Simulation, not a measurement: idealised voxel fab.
The document below concerns the process module designated voxel ribs on slabs.
Cross-section cut: width 225 nm, square cells of 5 nm.
When this document writes out a cross-section, it uses a grid of square cells and lists it as bands, beginning at the top and moving down, with a band standing for one or more rows of cells. Heads up on the band format: heights come first, top then bottom, in nm. After that it's the materials left to right, each with its width in nm. A single material flagged "edge to edge" fills the whole band edge to edge, and "blank" means there's empty space there. We count height from 0. Below that, the starting wafer is all one material. The lowest band never ends at the bottom but goes on down; see "0..down" for how that is written. The expression "30..40" gives the width at the extremes of the band, the first number at its top row of cells and the second at its bottom row, with the width changing by equal amounts from each row to the next in between. It should be understood that the words "no alteration", when stated for a given step, signify that the cross-section underwent no change in any of its cells during that step. In "Sealed cavities" the enclosed voids are listed, meaning empty spaces of 8 cells or larger without any opening to the top. The form is width x height at distance, distance from the left edge, units nm. The remark found on a step's line after its settings is issued by the simulator itself and pertains to that step. Regarding "overlay nm": on a step with a mask, it is the distance the mask lay to the right of its planned place; a negative value places it to the left.

The steps planned for the process are as follows:
| 1 | RECEIVE with material Si |
| 2 | DIRECTIONAL_DEP with material SiO2, thk nm 30 |
| 3 | DIRECTIONAL_DEP with material SiN, thk nm 25 |
| 4 | PATTERN with tone cover, mask id RIB, material resist, width nm 20, thk nm 20, overlay nm 0 |
| 5 | DIRECTIONAL_ETCH with etch materials SiN, depth nm 10 |
| 6 | STRIP with etch materials resist |
| 7 | MASKED_ETCH with tone cover, mask id SLAB, width nm 80, etch materials SiN, depth nm 15, overlay nm 0 |
| 8 | FILL_DEP with material SiO2, thk nm 25 |
| 9 | CMP with height nm 70 |
| 10 | DIRECTIONAL_DEP with material TiN, thk nm 10 |
| 11 | PATTERN with tone cover, mask id HEATER, material resist, width nm 30, thk nm 15, overlay nm 0 |
| 12 | DIRECTIONAL_ETCH with etch materials TiN, depth nm 10 |
| 13 | STRIP with etch materials resist |
| 14 | CONFORMAL_DEP with material SiO2, thk nm 5 |
The wafers are alike at the start. At step 14, their thk nm differs. The plan lists the first wafer's value.

After step 1, as received: first of several wafers, cross-section:
  0..down | Si edge to edge
  Sealed cavities: none

Module end state after final step 14: cross-section of the first of several wafers:
  85..80 | blank=90, SiO2=40, blank=95
  80..75 | blank=90, SiO2=5, TiN=30, SiO2=5, blank=95
  75..70 | SiO2=95, TiN=30, SiO2=100
  70..55 | SiO2 edge to edge
  55..45 | SiO2=100, SiN=20, SiO2=105
  45..30 | SiO2=70, SiN=80, SiO2=75
  30..0 | SiO2 edge to edge
  0..down | Si edge to edge
  Sealed cavities: none

Cross-section, last wafer, module completion:
  100..90 | blank=75, SiO2=70, blank=80
  90..80 | SiO2 edge to edge
  80..70 | SiO2=95, TiN=30, SiO2=100
  70..55 | SiO2 edge to edge
  55..45 | SiO2=100, SiN=20, SiO2=105
  45..30 | SiO2=70, SiN=80, SiO2=75
  30..0 | SiO2 edge to edge
  0..down | Si edge to edge
  Sealed cavities: none

Take any row and you have a wafer at the end of the module: how many cells of each material it has gained (+) or lost (-) since it was received, and then its closed voids:
thk nm 5 | +56 SiN | +623 SiO2 | +12 TiN | Sealed cavities: none
thk nm 10 | +56 SiN | +672 SiO2 | +12 TiN | Sealed cavities: none
thk nm 15 | +56 SiN | +721 SiO2 | +12 TiN | Sealed cavities: none
thk nm 20 | +56 SiN | +770 SiO2 | +12 TiN | Sealed cavities: none
